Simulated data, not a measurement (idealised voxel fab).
process module | voxel wiring stack
cross-section cut | 205 nm wide | cells 5 nm
A cross-section is a grid of square cells, given in bands from the top down. A band is one or more rows of cells.
Each band's line starts with the height of the band's top and of its bottom, in nm. Then come its materials from left to right, each with its width in nm. One material with "throughout" fills the band from edge to edge. "air" is empty space.
Height 0 is the level under which the wafer as received is all one material. The lowest band goes on downwards, as in "0 down".
A width such as "30 to 40" changes by the same amount from each row of cells to the next, from the band's top row to its bottom row.
"no change" after a step means that no cell of the cross-section changed.
closed voids: empty space of 8 cells or more with no open way to the top, each as width x height at its distance from the left edge, in nm
after a step's settings: what the simulator itself notes on the step
overlay nm, on a step with a mask: how far to the right of its planned place the mask lay; to the left if negative
plan
1 op RECEIVE | material Si
2 op CONFORMAL_DEP | material SiO2 | thk nm 10
3 op CONFORMAL_DEP | material SiCN | thk nm 5
4 op DIRECTIONAL_DEP | material SiO2 | thk nm 25
5 op PATTERN | tone open | mask id METAL_1 | material resist | width nm 25 | pitch nm 40 | thk nm 15 | overlay nm 0
6 op DIRECTIONAL_ETCH | etch materials SiO2 | depth nm 25
7 op DIRECTIONAL_ETCH | etch materials SiCN | depth nm 5
8 op STRIP | etch materials resist
9 op CONFORMAL_DEP | material TiN | thk nm 5
10 op FILL_DEP | material Cu | thk nm 5
11 op CMP | height nm 40
12 op EPI | material Ru | thk nm 5
13 op FILL_DEP | material SiCN | thk nm 5
14 op DIRECTIONAL_DEP | material SiO2 | thk nm 10
15 op MASKED_ETCH | tone open | mask id PLUG_1 | width nm 15 | pitch nm 40 | etch materials SiO2 | depth nm 10 | overlay nm 0
16 op MASKED_ETCH | tone open | mask id PLUG_1 | width nm 15 | pitch nm 40 | etch materials SiCN | depth nm 5 | overlay nm 0
17 op EPI | material Ru | thk nm 10
18 op EPI | material Ru | thk nm 5
19 op CONFORMAL_DEP | material SiN | thk nm 5
20 op DIRECTIONAL_DEP | material SiO2 | thk nm 25
21 op MASKED_ETCH | tone open | mask id METAL_2 | width nm 25 | pitch nm 40 | etch materials SiO2 | depth nm 25 | overlay nm 0
22 op MASKED_ETCH | tone open | mask id METAL_2 | width nm 25 | pitch nm 40 | etch materials SiN | depth nm 5 | overlay nm 0
23 op CONFORMAL_DEP | material TiN | thk nm 5
24 op FILL_DEP | material Cu | thk nm 5
25 op CMP | height nm 90
26 op CONFORMAL_DEP | material SiCN | thk nm 5
27 op DIRECTIONAL_DEP | material lowk | thk nm 15
28 op MASKED_ETCH | tone open | mask id PLUG_2 | width nm 15 | pitch nm 40 | etch materials lowk | depth nm 15 | overlay nm 0
29 op MASKED_ETCH | tone open | mask id PLUG_2 | width nm 15 | pitch nm 40 | etch materials SiCN | depth nm 5 | overlay nm 0
30 op EPI | material Ru | thk nm 10
31 op EPI | material Ru | thk nm 10
32 op CONFORMAL_DEP | material SiCN | thk nm 5
33 op DIRECTIONAL_DEP | material lowk | thk nm 20
34 op DIRECTIONAL_DEP | material aC | thk nm 15
35 op PATTERN | tone open | mask id METAL_3 | material resist | width nm 25 | pitch nm 40 | thk nm 35 | overlay nm 0
36 op DIRECTIONAL_ETCH | etch materials aC | depth nm 15
37 op STRIP | etch materials resist
38 op DIRECTIONAL_ETCH | etch materials lowk | depth nm 20
39 op DIRECTIONAL_ETCH | etch materials SiCN | depth nm 5
40 op STRIP | etch materials aC
41 op CONFORMAL_DEP | material TiN | thk nm 5
42 op FILL_DEP | material Cu | thk nm 10
43 op CMP | height nm 135
44 op CONFORMAL_DEP | material SiN | thk nm 5
as received, after step 1
  0 down: Si throughout
  closed voids: none
first wafer at the end, as planned
  140 to 135: SiN throughout
  135 to 115: lowk 30 | TiN 5 | Cu 15 | TiN 5 | lowk 15 | TiN 5 | Cu 15 | TiN 5 | lowk 15 | TiN 5 | Cu 15 | TiN 5 | lowk 15 | TiN 5 | Cu 15 | TiN 5 | lowk 30
  115 to 110: SiCN 30 | TiN 25 | SiCN 15 | TiN 25 | SiCN 15 | TiN 25 | SiCN 15 | TiN 25 | SiCN 30
  110 to 95: lowk 30 | Ru 15 | lowk 25 | Ru 15 | lowk 25 | Ru 15 | lowk 25 | Ru 15 | lowk 40
  95 to 90: SiCN 30 | Ru 15 | SiCN 25 | Ru 15 | SiCN 25 | Ru 15 | SiCN 25 | Ru 15 | SiCN 40
  90 to 65: SiO2 30 | TiN 5 | Cu 15 | TiN 5 | SiO2 15 | TiN 5 | Cu 15 | TiN 5 | SiO2 15 | TiN 5 | Cu 15 | TiN 5 | SiO2 15 | TiN 5 | Cu 15 | TiN 5 | SiO2 30
  65 to 60: SiN 30 | TiN 25 | SiN 15 | TiN 25 | SiN 15 | TiN 25 | SiN 15 | TiN 25 | SiN 30
  60 to 50: SiO2 30 | Ru 15 | SiO2 25 | Ru 15 | SiO2 25 | Ru 15 | SiO2 25 | Ru 15 | SiO2 40
  50 to 40: SiCN 30 to 25 | Ru 15 to 35 | SiCN 25 to 5 | Ru 15 to 35 | SiCN 25 to 5 | Ru 15 to 35 | SiCN 25 to 5 | Ru 15 to 35 | SiCN 40 to 25
  40 to 15: SiO2 30 | TiN 5 | Cu 15 | TiN 5 | SiO2 15 | TiN 5 | Cu 15 | TiN 5 | SiO2 15 | TiN 5 | Cu 15 | TiN 5 | SiO2 15 | TiN 5 | Cu 15 | TiN 5 | SiO2 30
  15 to 10: SiCN 30 | TiN 25 | SiCN 15 | TiN 25 | SiCN 15 | TiN 25 | SiCN 15 | TiN 25 | SiCN 30
  10 to 0: SiO2 throughout
  0 down: Si throughout
  closed voids: none
second wafer at the end: like start, like plan, one mistake
  140 to 135: SiN throughout
  135 to 115: lowk 30 | TiN 5 | Cu 15 | TiN 5 | lowk 15 | TiN 5 | Cu 15 | TiN 5 | lowk 15 | TiN 5 | Cu 15 | TiN 5 | lowk 15 | TiN 5 | Cu 15 | TiN 5 | lowk 30
  115 to 110: SiCN 30 | TiN 25 | SiCN 15 | TiN 25 | SiCN 15 | TiN 25 | SiCN 15 | TiN 25 | SiCN 30
  110 to 95: lowk 30 | Ru 15 | lowk 25 | Ru 15 | lowk 25 | Ru 15 | lowk 25 | Ru 15 | lowk 40
  95 to 90: SiCN 30 | Ru 15 | SiCN 25 | Ru 15 | SiCN 25 | Ru 15 | SiCN 25 | Ru 15 | SiCN 40
  90 to 85: TiN 35 | Cu 15 | TiN 25 | Cu 15 | TiN 25 | Cu 15 | TiN 25 | Cu 15 | TiN 35
  85 to 60: SiO2 30 | TiN 5 | Cu 15 | TiN 5 | SiO2 15 | TiN 5 | Cu 15 | TiN 5 | SiO2 15 | TiN 5 | Cu 15 | TiN 5 | SiO2 15 | TiN 5 | Cu 15 | TiN 5 | SiO2 30
  60 to 55: SiN 30 | TiN 25 | SiN 15 | TiN 25 | SiN 15 | TiN 25 | SiN 15 | TiN 25 | SiN 30
  55 to 45: SiO2 30 | Ru 15 | SiO2 25 | Ru 15 | SiO2 25 | Ru 15 | SiO2 25 | Ru 15 | SiO2 40
  45 to 35: SiCN 30 to 25 | Ru 15 to 35 | SiCN 25 to 5 | Ru 15 to 35 | SiCN 25 to 5 | Ru 15 to 35 | SiCN 25 to 5 | Ru 15 to 35 | SiCN 40 to 25
  35 to 15: SiO2 30 | TiN 5 | Cu 15 | TiN 5 | SiO2 15 | TiN 5 | Cu 15 | TiN 5 | SiO2 15 | TiN 5 | Cu 15 | TiN 5 | SiO2 15 | TiN 5 | Cu 15 | TiN 5 | SiO2 30
  15 to 10: SiCN 30 | TiN 25 | SiCN 15 | TiN 25 | SiCN 15 | TiN 25 | SiCN 15 | TiN 25 | SiCN 30
  10 to 0: SiO2 throughout
  0 down: Si throughout
  closed voids: none
what went wrong: step 11 ran as: op CMP | height nm 35
at the end the second wafer has, in cells: 21 fewer of SiO2 | 21 more of TiN
